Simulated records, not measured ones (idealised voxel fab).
The following is a process module called voxel gate over fins.
For reference, the cross-section in this document is cut, with width 150 nm and square cells of 5 nm.
Cross-section = grid of square cells, listed top down in bands; band = one or more rows. Band: top and bottom heights (nm) first, top before bottom; then materials from left to right, widths in nm. "edge to edge" marks a sole material filling the band edge to edge. "air" denotes empty space. Height datum 0, below which the as-received substrate wafer is one material. Lowest band open at the bottom, running downward: "z 0 and below". Quick explanation for "30 to 40": the width changes in equal steps down the rows of cells, from the first number in the band's top row to the second number in its bottom row. "nothing got changed" means the step left every cell of the cross-section as it was. The entry titled "Enclosed internal cavities" provides the empty spaces that have no open way to the top, restricted to those of 8 cells or more. Each is presented as width x height at distance, the distance being measured from the left edge, with all three in nm. That trailing text on a step's line, after the settings, is the simulator's own remark on the step. "overlay nm" on a masked step: distance the mask lay right of its planned place, negative for left.

plan
1: RECEIVE [material Si]
2: CONFORMAL_DEP [material SiN] [thk nm 5]
3: MASKED_ETCH [tone cover] [mask id FINS] [width nm 15] [pitch nm 45] [etch materials SiN] [depth nm 5] [overlay nm 0]
4: MASKED_ETCH [tone cover] [mask id FINS] [width nm 15] [pitch nm 45] [etch materials Si] [depth nm 30] [overlay nm 0]
5: OXIDIZE [depth nm 5]
6: FILL_DEP [material SiO2] [thk nm 10]
7: CMP [height nm 5]
8: SELECTIVE_ETCH [etch materials SiO2] [depth nm 15]
9: STRIP [etch materials SiN]
10: CONFORMAL_DEP [material HfO2] [thk nm 5]
11: CONFORMAL_DEP [material TiN] [thk nm 5]
12: FILL_DEP [material W] [thk nm 15]
13: CMP [height nm 20]
14: CONFORMAL_DEP [material SiCN] [thk nm 10]

Wafer cross-section on receipt, i.e. after step 1
	z 0 and below | Si edge to edge
	Enclosed internal cavities: none

Wafer at module end, in section. Began as above, planned as above, run with one mistake
	z 30 to 20 | SiCN edge to edge
	z 20 to 10 | W edge to edge
	z 10 to 5 | W=40 | TiN=25 | W=20 | TiN=25 | W=40
	z 5 to 0 | W=30 | TiN=15 | HfO2=15 | TiN=5 | W=10 | TiN=15 | HfO2=15 | TiN=5 | W=40
	z 0 to -5 | TiN=35 | HfO2=15 | Si=5 | HfO2=5 | TiN=20 | HfO2=15 | Si=5 | HfO2=5 | TiN=45
	z -5 to -10 | HfO2=40 | Si=15 | HfO2=30 | Si=15 | HfO2=50
	z -10 to -35 | SiO2=40 | Si=15 | SiO2=30 | Si=15 | SiO2=50
	z -35 and below | Si edge to edge
	Enclosed internal cavities: none
Plan not followed: step 4 went in with a setting other than planned; the actual run was MASKED_ETCH [tone cover] [mask id FINS] [width nm 15] [pitch nm 45] [etch materials Si] [depth nm 30] [overlay nm -10]
